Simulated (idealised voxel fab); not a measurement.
process module | voxel released beams
Shown is cross-section cut, with a width of 170 nm and square cells of size 5 nm.
Square cells in a grid make up a cross-section in this document, and the grid is given as bands, listed from the top down, each one or more rows of cells. Heads up on the band format: heights come first, top then bottom, in nm. After that it's the materials left to right, each with its width in nm. A single material flagged "everywhere" fills the whole band edge to edge, and "empty" means there's empty space there. Convention: height 0 is the level below which the wafer, as received, is all one material. The lowest band does not terminate at the bottom but continues downward, represented as "0 -> down". The width entry "30 to 40" should be interpreted row by row: the top row of cells in the band takes the first number, the bottom row takes the second number, and the change between adjacent rows is uniform throughout. "same as before" -> step changed no cross-section cell. In "Completely sealed voids" the enclosed voids are listed, meaning empty spaces of 8 cells or larger without any opening to the top. The form is width x height at distance, distance from the left edge, units nm. Heads up: the bit after the settings on a step's line is the simulator's remark on that step. For masked steps, "overlay nm" on the step line gives how far right of plan the mask actually lay; a minus sign means it lay to the left.
## Process steps foreseen in the plan
1,op RECEIVE | material Si
2,op CONFORMAL_DEP | material SiN | thk nm 5
3,op DIRECTIONAL_DEP | material SiO2 | thk nm 10
4,op DIRECTIONAL_DEP | material aC | thk nm 10
5,op PATTERN | tone open | mask id ANCHOR | material resist | width nm 25 | thk nm 25 | overlay nm 0
6,op DIRECTIONAL_ETCH | etch materials aC | depth nm 10
7,op STRIP | etch materials resist
8,op DIRECTIONAL_ETCH | etch materials SiO2 | depth nm 10
9,op STRIP | etch materials aC
10,op CONFORMAL_DEP | material TiN | thk nm 10
11,op DIRECTIONAL_DEP | material aC | thk nm 15
12,op PATTERN | tone cover | mask id BEAM | material resist | width nm 85 | thk nm 35 | overlay nm 0
13,op DIRECTIONAL_ETCH | etch materials aC | depth nm 15
14,op STRIP | etch materials resist
15,op DIRECTIONAL_ETCH | etch materials TiN | depth nm 10
16,op STRIP | etch materials aC
17,op STRIP | etch materials SiO2
## Wafer as received: cross-section following step 1
- 0 -> down  Si everywhere
- Completely sealed voids: none
## Module complete - cross-section of the first of two wafers, run according to plan
- 25 -> 15  40 of empty / 15 of TiN / 5 of empty / 65 of TiN / 45 of empty
- 15 -> 5  45 of empty / 25 of TiN / 100 of empty
- 5 -> 0  SiN everywhere
- 0 -> down  Si everywhere
- Completely sealed voids: none
## This is the second of the two wafers, cross-sectioned at the end of the module; it started exactly like the first and was given the same plan, but it was run with one mistake
- 30 -> 20  40 of empty / 85 of TiN / 45 of empty
- 20 -> 15  TiN everywhere
- 15 -> 5  45 of SiO2 / 25 of TiN / 100 of SiO2
- 5 -> 0  SiN everywhere
- 0 -> down  Si everywhere
- Completely sealed voids: none
Diagnosis: heads up, step 10 didn't go per plan, it actually ran as op CONFORMAL_DEP | material TiN | thk nm 15
It is noted that, at the conclusion of processing, the second wafer exhibits a higher or lower cell count for certain materials relative to the first: +58 SiO2; +36 TiN
